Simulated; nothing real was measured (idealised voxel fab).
Presented below is a process module, voxel fin reveal.
Cross-sectional view cut (width: 185 nm; square cell size: 5 nm).
If you're reading a cross-section in this doc, picture square cells in a grid; it comes to you as bands, top ones listed first down to the bottom, and a band can be one or more rows of cells. Heads up on the band format: heights come first, top then bottom, in nm. After that it's the materials left to right, each with its width in nm. A single material flagged "edge to edge" fills the whole band edge to edge, and "blank" means there's empty space there. Height datum 0, below which the as-received substrate wafer is one material. Lowest band open at the bottom, running downward: "z 0 and below". Quick explanation for "30..40": the width changes in equal steps down the rows of cells, from the first number in the band's top row to the second number in its bottom row. Any step labelled "no alterations made" changed none of the cells in the cross-section. Enclosed voids: empty space of 8 cells or more with no open way to the top, each as width x height at its distance from the left edge, in nm. Whatever follows a step's settings on its line is a remark the simulator itself makes about that step. overlay nm: how far to the right of its planned place the mask lay on this masked step (negative: to the left).

[Process steps foreseen in the plan]
1,RECEIVE with material Si
2,CONFORMAL_DEP with material SiN, thk nm 5
3,MASKED_ETCH with tone cover, mask id FINS, width nm 15, pitch nm 45, etch materials SiN, depth nm 5, overlay nm 0
4,MASKED_ETCH with tone cover, mask id FINS, width nm 15, pitch nm 45, etch materials Si, depth nm 40, overlay nm 0
5,OXIDIZE with depth nm 5
6,FILL_DEP with material SiO2, thk nm 5
7,CMP with height nm 5
8,SELECTIVE_ETCH with etch materials SiO2, depth nm 25
9,STRIP with etch materials SiN

[Shown in cross-section is the wafer as received, that is, as it stands after step 1]
  z 0 and below  Si edge to edge
  Enclosed voids: none

[First wafer of two, sectioned at end of module; run went per plan]
  z 0 to -20  blank=20, then Si=5, then blank=40, then Si=5, then blank=40, then Si=5, then blank=40, then Si=5, then blank=25
  z -20 to -45  SiO2=20, then Si=5, then SiO2=40, then Si=5, then SiO2=40, then Si=5, then SiO2=40, then Si=5, then SiO2=25
  z -45 and below  Si edge to edge
  Enclosed voids: none

[Cross-sectional view of the second of two wafers upon completion of the module. This wafer shared its starting condition and process plan with the first; one error was made during its execution]
  z 5 to 0  blank=15, then SiN=15, then blank=30, then SiN=15, then blank=30, then SiN=15, then blank=30, then SiN=15, then blank=20
  z 0 to -20  blank=20, then Si=5, then blank=40, then Si=5, then blank=40, then Si=5, then blank=40, then Si=5, then blank=25
  z -20 to -45  SiO2=20, then Si=5, then SiO2=40, then Si=5, then SiO2=40, then Si=5, then SiO2=40, then Si=5, then SiO2=25
  z -45 and below  Si edge to edge
  Enclosed voids: none
Deviation from plan: step 9 of the plan was bypassed and not carried out
Per the end-of-run cell counts, the second wafer holds more or fewer of some materials than the first: 12 more of SiN
